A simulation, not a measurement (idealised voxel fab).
Process module name: voxel gate over fins
The figure presents cross-section cut, which has a width of 160 nm and is divided into square cells with an edge length of 5 nm.
Each cross-section below is a grid of square cells, stated as bands in top-down order, with one or more rows of cells making up each band. Top, bottom (nm), then materials left to right with widths (nm); lone material tagged "everywhere" fills the whole band edge to edge; "blank" = empty space. Ref level 0: as-received wafer is one material below here. Bottom band extends down with no lower bound ("0 nm and below"). The two numbers in a width such as "30..40" mark its ends across the band: the first belongs to the top row of cells, the second to the bottom row, and from each row to the next the width moves by the same amount. Given "changes: none" for a step, no cell of the cross-section differs between before and after that step. Closed-off voids of 8+ cells (no open route to the top) go in "Sealed cavities", written width x height at distance from the left edge, in nm. Step line, after settings: the simulator's comment on this step. overlay nm: where the mask lay relative to plan, measured to the right, on steps with a mask; negatives go left.

# Process steps foreseen in the plan
1: RECEIVE | material Si
2: CONFORMAL_DEP | material SiN | thk nm 5
3: MASKED_ETCH | tone cover | mask id FINS | width nm 15 | pitch nm 40 | etch materials SiN | depth nm 5 | overlay nm 0
4: MASKED_ETCH | tone cover | mask id FINS | width nm 15 | pitch nm 40 | etch materials Si | depth nm 30 | overlay nm 0
5: OXIDIZE | depth nm 5
6: FILL_DEP | material SiO2 | thk nm 15
7: CMP | height nm 5
8: SELECTIVE_ETCH | etch materials SiO2 | depth nm 15
9: STRIP | etch materials SiN
10: CONFORMAL_DEP | material HfO2 | thk nm 5
11: CONFORMAL_DEP | material TiN | thk nm 5
12: FILL_DEP | material W | thk nm 10
13: CMP | height nm 15
14: CONFORMAL_DEP | material SiCN | thk nm 10

# Cross-section of the incoming wafer, state after step 1
> 0 nm and below  Si everywhere
> Sealed cavities: none

# End-of-module cross-section of the first of two wafers, processed as planned
> 25 nm to 15 nm  SiCN everywhere
> 15 nm to 10 nm  W everywhere
> 10 nm to 5 nm  W (45); TiN (25); W (15); TiN (25); W (50)
> 5 nm to 0 nm  W (45); TiN (5); HfO2 (15); TiN (5); W (15); TiN (5); HfO2 (15); TiN (5); W (50)
> 0 nm to -5 nm  TiN (50); HfO2 (5); Si (5); HfO2 (5); TiN (25); HfO2 (5); Si (5); HfO2 (5); TiN (55)
> -5 nm to -10 nm  HfO2 (55); Si (5); HfO2 (35); Si (5); HfO2 (60)
> -10 nm to -35 nm  SiO2 (55); Si (5); SiO2 (35); Si (5); SiO2 (60)
> -35 nm and below  Si everywhere
> Sealed cavities: none

# End-of-module cross-section of the second wafer: identical starting point and process plan to the first, with one processing mistake
> 25 nm to 15 nm  SiCN everywhere
> 15 nm to 5 nm  W everywhere
> 5 nm to 0 nm  W (50); TiN (15); W (25); TiN (15); W (55)
> 0 nm to -5 nm  W (50); TiN (5); Si (5); TiN (5); W (25); TiN (5); Si (5); TiN (5); W (55)
> -5 nm to -10 nm  TiN (55); Si (5); TiN (35); Si (5); TiN (60)
> -10 nm to -35 nm  SiO2 (55); Si (5); SiO2 (35); Si (5); SiO2 (60)
> -35 nm and below  Si everywhere
> Sealed cavities: none
Nonconformance to the process plan: plan step 10 never ran because it was skipped
Heads up, by the end the second wafer has more or fewer cells of some materials compared to the first: HfO2 -40, W +40
